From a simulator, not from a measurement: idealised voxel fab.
Presented below is a process module, voxel released beams.
For reference, the cross-section in this document is cut, with width 210 nm and square cells of 5 nm.
Think of the cross-section as a grid of square cells. We describe it in bands, top to bottom, and each band covers one or more rows of those cells. For a band, the entry starts with two heights in nm, that of the top and then that of the bottom, and carries on with the band's materials in order from left to right, each alongside its width in nm; the word "edge to edge" beside a single material means it fills the band edge to edge, and "blank" means empty space. All heights in this document are referenced to 0, defined as the level beneath which the wafer, as received, consists entirely of one material. The lowest band is not bounded below; it extends indefinitely downward and is written in the form "0..down". The width entry "30 to 40" should be interpreted row by row: the top row of cells in the band takes the first number, the bottom row takes the second number, and the change between adjacent rows is uniform throughout. "stayed the same" -> step changed no cross-section cell. "Trapped voids": sealed empty spaces, 8 cells or more, no open way to top, listed width x height at distance, with distance from the left edge and width, height and distance in nm. It should be noted that, on the line of a given step, the content following the step's settings is a remark produced by the simulator itself with respect to that step. What "overlay nm" on a step's line means: if the step has a mask, that mask lay this far to the right of its planned place, or, when the value is negative, to the left.
Listed below are the process steps as planned:
step 1: RECEIVE: material Si
step 2: CONFORMAL_DEP: material SiN, thk nm 10
step 3: DIRECTIONAL_DEP: material SiO2, thk nm 15
step 4: DIRECTIONAL_DEP: material aC, thk nm 15
step 5: PATTERN: tone open, mask id ANCHOR, material resist, width nm 45, thk nm 30, overlay nm 0
step 6: DIRECTIONAL_ETCH: etch materials aC, depth nm 15
step 7: STRIP: etch materials resist
step 8: DIRECTIONAL_ETCH: etch materials SiO2, depth nm 15
step 9: STRIP: etch materials aC
step 10: CONFORMAL_DEP: material W, thk nm 15
step 11: DIRECTIONAL_DEP: material aC, thk nm 15
step 12: PATTERN: tone cover, mask id BEAM, material resist, width nm 120, thk nm 35, overlay nm 0
step 13: DIRECTIONAL_ETCH: etch materials aC, depth nm 15
step 14: STRIP: etch materials resist
step 15: DIRECTIONAL_ETCH: etch materials W, depth nm 15
step 16: STRIP: etch materials aC
step 17: STRIP: etch materials SiO2
Cross-section of the wafer upon arrival, representing the state reached after step 1:
- 0..down | Si edge to edge
- Trapped voids: none
What the wafer looks like in cross-section after this module, when it starts as shown above and follows the plan above but one mistake is made in running it:
- 40..25 | blank=35; W=25; blank=15; W=80; blank=55
- 25..10 | blank=45; W=45; blank=120
- 10..0 | SiN edge to edge
- 0..down | Si edge to edge
- Trapped voids: none
Run error: step 12: run off-plan, actual operation and settings PATTERN: tone cover, mask id BEAM, material resist, width nm 120, thk nm 35, overlay nm -5
